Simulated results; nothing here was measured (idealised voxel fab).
process module | voxel self aligned contacts
cross-section cut | 155 nm wide | cells 5 nm
A cross-section is a grid of square cells, given in bands from the top down. A band is one or more rows of cells.
Each band's line starts with the height of the band's top and of its bottom, in nm. Then come its materials from left to right, each with its width in nm. One material with "throughout" fills the band from edge to edge. "air" is empty space.
Height 0 is the level under which the wafer as received is all one material. The lowest band goes on downwards, as in "0 down".
A width such as "30 to 40" changes by the same amount from each row of cells to the next, from the band's top row to its bottom row.
"no change" after a step means that no cell of the cross-section changed.
closed voids: empty space of 8 cells or more with no open way to the top, each as width x height at its distance from the left edge, in nm
after a step's settings: what the simulator itself notes on the step
overlay nm, on a step with a mask: how far to the right of its planned place the mask lay; to the left if negative
plan
1 op RECEIVE | material Si
2 op CONFORMAL_DEP | material SiO2 | thk nm 5
3 op DIRECTIONAL_DEP | material polySi | thk nm 20
4 op DIRECTIONAL_DEP | material SiN | thk nm 15
5 op PATTERN | tone cover | mask id GATE | material resist | width nm 30 | pitch nm 55 | thk nm 20 | overlay nm 0
6 op DIRECTIONAL_ETCH | etch materials SiN | depth nm 15
7 op DIRECTIONAL_ETCH | etch materials polySi | depth nm 20
8 op STRIP | etch materials resist
9 op CONFORMAL_DEP | material SiN | thk nm 5
10 op DIRECTIONAL_ETCH | etch materials SiN | depth nm 5
11 op FILL_DEP | material SiO2 | thk nm 10
12 op CMP | height nm 45
13 op DIRECTIONAL_DEP | material aC | thk nm 10
14 op PATTERN | tone open | mask id CONTACT | material resist | width nm 35 | thk nm 30 | overlay nm 0
15 op DIRECTIONAL_ETCH | etch materials aC | depth nm 10
16 op STRIP | etch materials resist
17 op DIRECTIONAL_ETCH | etch materials SiO2 | depth nm 45
18 op STRIP | etch materials aC
19 op CONFORMAL_DEP | material TiN | thk nm 5
20 op FILL_DEP | material W | thk nm 10
21 op CMP | height nm 45
22 op CONFORMAL_DEP | material SiCN | thk nm 5
as received, after step 1
  0 down: Si throughout
  closed voids: none
a wafer at the end: this start, this plan, one mistake
  50 to 45: SiCN throughout
  45 to 35: SiO2 60 | TiN 5 to 15 | W 25 to 5 | TiN 5 to 15 | SiO2 60
  35 to 20: SiO2 30 | SiN 40 | TiN 5 | W 5 | TiN 5 | SiN 40 | SiO2 30
  20 to 5: SiO2 30 | SiN 5 | polySi 30 | SiN 5 | TiN 5 | W 5 | TiN 5 | SiN 5 | polySi 30 | SiN 5 | SiO2 30
  5 to 0: SiO2 70 | TiN 15 | SiO2 70
  0 down: Si throughout
  closed voids: none
what went wrong: step 3 ran as: op DIRECTIONAL_DEP | material polySi | thk nm 15
